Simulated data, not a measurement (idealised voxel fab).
process module | voxel plated lines
cross-section cut | 260 nm wide | cells 5 nm
A cross-section is a grid of square cells, given in bands from the top down. A band is one or more rows of cells.
Each band's line starts with the height of the band's top and of its bottom, in nm. Then come its materials from left to right, each with its width in nm. One material with "throughout" fills the band from edge to edge. "air" is empty space.
Height 0 is the level under which the wafer as received is all one material. The lowest band goes on downwards, as in "0 down".
A width such as "30 to 40" changes by the same amount from each row of cells to the next, from the band's top row to its bottom row.
"no change" after a step means that no cell of the cross-section changed.
closed voids: empty space of 8 cells or more with no open way to the top, each as width x height at its distance from the left edge, in nm
after a step's settings: what the simulator itself notes on the step
overlay nm, on a step with a mask: how far to the right of its planned place the mask lay; to the left if negative
plan
1 op RECEIVE | material Si
2 op CONFORMAL_DEP | material SiO2 | thk nm 10
3 op DIRECTIONAL_DEP | material TiN | thk nm 5
4 op PATTERN | tone open | mask id LINES | material resist | width nm 20 | pitch nm 35 | thk nm 35 | overlay nm 0
5 op EPI | material Ru | thk nm 10
6 op EPI | material Ru | thk nm 5
7 op EPI | material Ru | thk nm 5
8 op STRIP | etch materials resist
9 op DIRECTIONAL_ETCH | etch materials TiN | depth nm 5
10 op CONFORMAL_DEP | material SiN | thk nm 5
first wafer, as planned
as received, after step 1
  0 down: Si throughout
  closed voids: none
after step 2
  10 to 0: SiO2 throughout
  below 0: unchanged
after step 3
  15 to 10: TiN throughout
  below 10: unchanged
after step 4
  50 to 15: resist 85 | air 20 | resist 15 | air 20 | resist 15 | air 20 | resist 85
  below 15: unchanged
after step 5
  50 to 25: resist 85 | air 20 | resist 15 | air 20 | resist 15 | air 20 | resist 85
  25 to 15: resist 85 | Ru 20 | resist 15 | Ru 20 | resist 15 | Ru 20 | resist 85
  below 15: unchanged
after step 6
  50 to 30: resist 85 | air 20 | resist 15 | air 20 | resist 15 | air 20 | resist 85
  30 to 15: resist 85 | Ru 20 | resist 15 | Ru 20 | resist 15 | Ru 20 | resist 85
  below 15: unchanged
after step 7
  50 to 35: resist 85 | air 20 | resist 15 | air 20 | resist 15 | air 20 | resist 85
  35 to 15: resist 85 | Ru 20 | resist 15 | Ru 20 | resist 15 | Ru 20 | resist 85
  below 15: unchanged
after step 8
  35 to 15: air 85 | Ru 20 | air 15 | Ru 20 | air 15 | Ru 20 | air 85
  below 15: unchanged
after step 9
  35 to 15: air 85 | Ru 20 | air 15 | Ru 20 | air 15 | Ru 20 | air 85
  15 to 10: air 85 | TiN 20 | air 15 | TiN 20 | air 15 | TiN 20 | air 85
  below 10: unchanged
after step 10
  40 to 35: air 80 | SiN 30 | air 5 | SiN 30 | air 5 | SiN 30 | air 80
  35 to 15: air 80 | SiN 5 | Ru 20 | SiN 5 | air 5 | SiN 5 | Ru 20 | SiN 5 | air 5 | SiN 5 | Ru 20 | SiN 5 | air 80
  15 to 10: SiN 85 | TiN 20 | SiN 15 | TiN 20 | SiN 15 | TiN 20 | SiN 85
  below 10: unchanged
second wafer: like start, like plan, one mistake. Through step 9 it matches the first wafer
when step 10 should have ended
  40 to 35: air 80 | SiO2 30 | air 5 | SiO2 30 | air 5 | SiO2 30 | air 80
  35 to 15: air 80 | SiO2 5 | Ru 20 | SiO2 5 | air 5 | SiO2 5 | Ru 20 | SiO2 5 | air 5 | SiO2 5 | Ru 20 | SiO2 5 | air 80
  15 to 10: SiO2 85 | TiN 20 | SiO2 15 | TiN 20 | SiO2 15 | TiN 20 | SiO2 85
  below 10: unchanged
what went wrong: step 10 ran as: op CONFORMAL_DEP | material SiO2 | thk nm 5
at the end the second wafer has, in cells: 82 fewer of SiN | 82 more of SiO2
